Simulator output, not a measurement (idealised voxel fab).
The process module presented herein is designated voxel transistor to metal.
Displayed cross-section: cut, width of 205 nm, square cells sized 5 nm.
Throughout this document, each cross-section is represented as a grid of square cells and is presented as a sequence of bands enumerated from the top downward, where a band comprises one or more rows of cells.
What a band's entry tells you: where the top is and where the bottom is, as heights in nm, and after that what lies inside, material by material from left to right, each with its width in nm. Empty space is written as the word "empty", and a single material marked with the word "full width" occupies the band from edge to edge.
The reference from which all heights are counted is 0, the level beneath which the as-received wafer is entirely one material; the lowest band, having no lower bound, proceeds downward and is written after the example "from 0 down".
The width entry "30 to 40" should be interpreted row by row: the top row of cells in the band takes the first number, the bottom row takes the second number, and the change between adjacent rows is uniform throughout.
Where a step carries "stayed the same", the cross-section came out of it unchanged, cell for cell.
In "Voids, fully enclosed" the enclosed voids are listed, meaning empty spaces of 8 cells or larger without any opening to the top. The form is width x height at distance, distance from the left edge, units nm.
What comes after the settings on a step's line is commentary from the simulator itself on that step.
If you see "overlay nm" on a step's line and that step has a mask, it's telling you how far right of where it was planned the mask ended up; a negative number means it went left instead.
### The planned process steps are enumerated hereunder
- 1: RECEIVE with material Si
- 2: CONFORMAL_DEP with material SiO2, thk nm 5
- 3: CONFORMAL_DEP with material SiN, thk nm 15
- 4: DIRECTIONAL_DEP with material aC, thk nm 10
- 5: PATTERN with tone cover, mask id ACTIVE, material resist, width nm 120, thk nm 30, overlay nm 0
- 6: DIRECTIONAL_ETCH with etch materials aC, depth nm 10
- 7: STRIP with etch materials resist
- 8: DIRECTIONAL_ETCH with etch materials SiN, depth nm 15
- 9: DIRECTIONAL_ETCH with etch materials SiO2, depth nm 5
- 10: DIRECTIONAL_ETCH with etch materials Si, depth nm 30
- 11: STRIP with etch materials aC
- 12: FILL_DEP with material SiO2, thk nm 5
- 13: CMP with height nm 20
- 14: SELECTIVE_ETCH with etch materials SiO2, depth nm 15
- 15: STRIP with etch materials SiN
- 16: SELECTIVE_ETCH with etch materials SiO2, depth nm 5
- 17: OXIDIZE with depth nm 5
- 18: DIRECTIONAL_DEP with material polySi, thk nm 30
- 19: DIRECTIONAL_DEP with material SiCN, thk nm 15
- 20: DIRECTIONAL_DEP with material aC, thk nm 10
- 21: PATTERN with tone cover, mask id GATE, material resist, width nm 20, thk nm 30, overlay nm 0
- 22: DIRECTIONAL_ETCH with etch materials aC, depth nm 10
- 23: STRIP with etch materials resist
- 24: DIRECTIONAL_ETCH with etch materials SiCN, depth nm 25
- 25: DIRECTIONAL_ETCH with etch materials polySi, depth nm 40
- 26: STRIP with etch materials aC
- 27: CONFORMAL_DEP with material SiN, thk nm 10
- 28: DIRECTIONAL_ETCH with etch materials SiN, depth nm 10
- 29: DIRECTIONAL_ETCH with etch materials SiO2, depth nm 5
- 30: EPI with material nSi, thk nm 5
- 31: FILL_DEP with material SiO2, thk nm 5
- 32: CMP with height nm 45
- 33: DIRECTIONAL_DEP with material SiO2, thk nm 15
- 34: PATTERN with tone open, mask id CONTACT, material resist, width nm 20, pitch nm 80, thk nm 15, overlay nm 0
- 35: DIRECTIONAL_ETCH with etch materials SiO2, depth nm 60
- 36: STRIP with etch materials resist
- 37: CONFORMAL_DEP with material TiN, thk nm 5
- 38: FILL_DEP with material W, thk nm 5
- 39: CMP with height nm 60
- 40: DIRECTIONAL_DEP with material TiN, thk nm 5
- 41: DIRECTIONAL_DEP with material Ru, thk nm 15
- 42: MASKED_ETCH with tone cover, mask id METAL_1, width nm 20, pitch nm 80, etch materials Ru, depth nm 15, overlay nm 0
- 43: MASKED_ETCH with tone cover, mask id METAL_1, width nm 20, pitch nm 80, etch materials TiN, depth nm 5, overlay nm 0
- 44: FILL_DEP with material SiO2, thk nm 5
- 45: CMP with height nm 80
- 46: CONFORMAL_DEP with material SiCN, thk nm 5
- 47: DIRECTIONAL_DEP with material lowk, thk nm 25
- 48: PATTERN with tone open, mask id METAL_2_HOLES, material resist, width nm 15, pitch nm 80, thk nm 20, overlay nm 0
- 49: DIRECTIONAL_ETCH with etch materials lowk, depth nm 25
- 50: STRIP with etch materials resist
- 51: MASKED_ETCH with tone open, mask id METAL_2, width nm 20, pitch nm 80, etch materials lowk, depth nm 15, overlay nm 0
- 52: MASKED_ETCH with tone open, mask id METAL_2, width nm 20, pitch nm 80, etch materials SiCN, depth nm 5, overlay nm 0
- 53: CONFORMAL_DEP with material TiN, thk nm 5
- 54: FILL_DEP with material Cu, thk nm 10
- 55: CMP with height nm 110
- 56: CONFORMAL_DEP with material SiN, thk nm 5
### Cross-section of the incoming wafer, state after step 1
    from 0 down: Si full width
    Voids, fully enclosed: none
### Cross-section, end of module. Start: as above. Plan: as above. Execution: one mistake
    from 115 to 110: SiN full width
    from 110 to 100: lowk=40  TiN=5  Cu=20  TiN=5  lowk=50  TiN=5  Cu=20  TiN=5  lowk=55
    from 100 to 90: lowk=40  TiN=5  Cu=5  TiN=20 to 5  lowk=50 to 65  TiN=5  Cu=5  TiN=20 to 5  lowk=55 to 70
    from 90 to 85: lowk=40  TiN=15  lowk=65  TiN=15  lowk=70
    from 85 to 80: SiCN=50  TiN=5  SiCN=75  TiN=5  SiCN=70
    from 80 to 65: SiO2=50  Ru=20  SiO2=60  Ru=20  SiO2=55
    from 65 to 60: SiO2=50  TiN=20  SiO2=60  TiN=20  SiO2=55
    from 60 to 45: SiO2=50  TiN=5  W=10  TiN=5  SiO2=60  TiN=5  W=10  TiN=5  SiO2=55
    from 45 to 30: SiO2=50  TiN=5  W=10  TiN=5  SiO2=10  SiN=10  SiCN=20  SiN=10  SiO2=10  TiN=5  W=10  TiN=5  SiO2=55
    from 30 to 5: SiO2=50  TiN=5  W=10  TiN=5  SiO2=10  SiN=10  polySi=20  SiN=10  SiO2=10  TiN=5  W=10  TiN=5  SiO2=55
    from 5 to 0: SiO2=50  TiN=20  SiO2=10  SiN=10  polySi=20  SiN=10  SiO2=10  TiN=20  SiO2=55
    from 0 to -5: SiO2=35  nSi=45  SiO2=40  nSi=45  SiO2=40
    from -5 to -30: SiO2=40  Si=120  SiO2=45
    from -30 down: Si full width
    Voids, fully enclosed: none
What was the processing mistake? step 48 ran as: PATTERN with tone open, mask id METAL_2_HOLES, material resist, width nm 15, pitch nm 80, thk nm 20, overlay nm -10
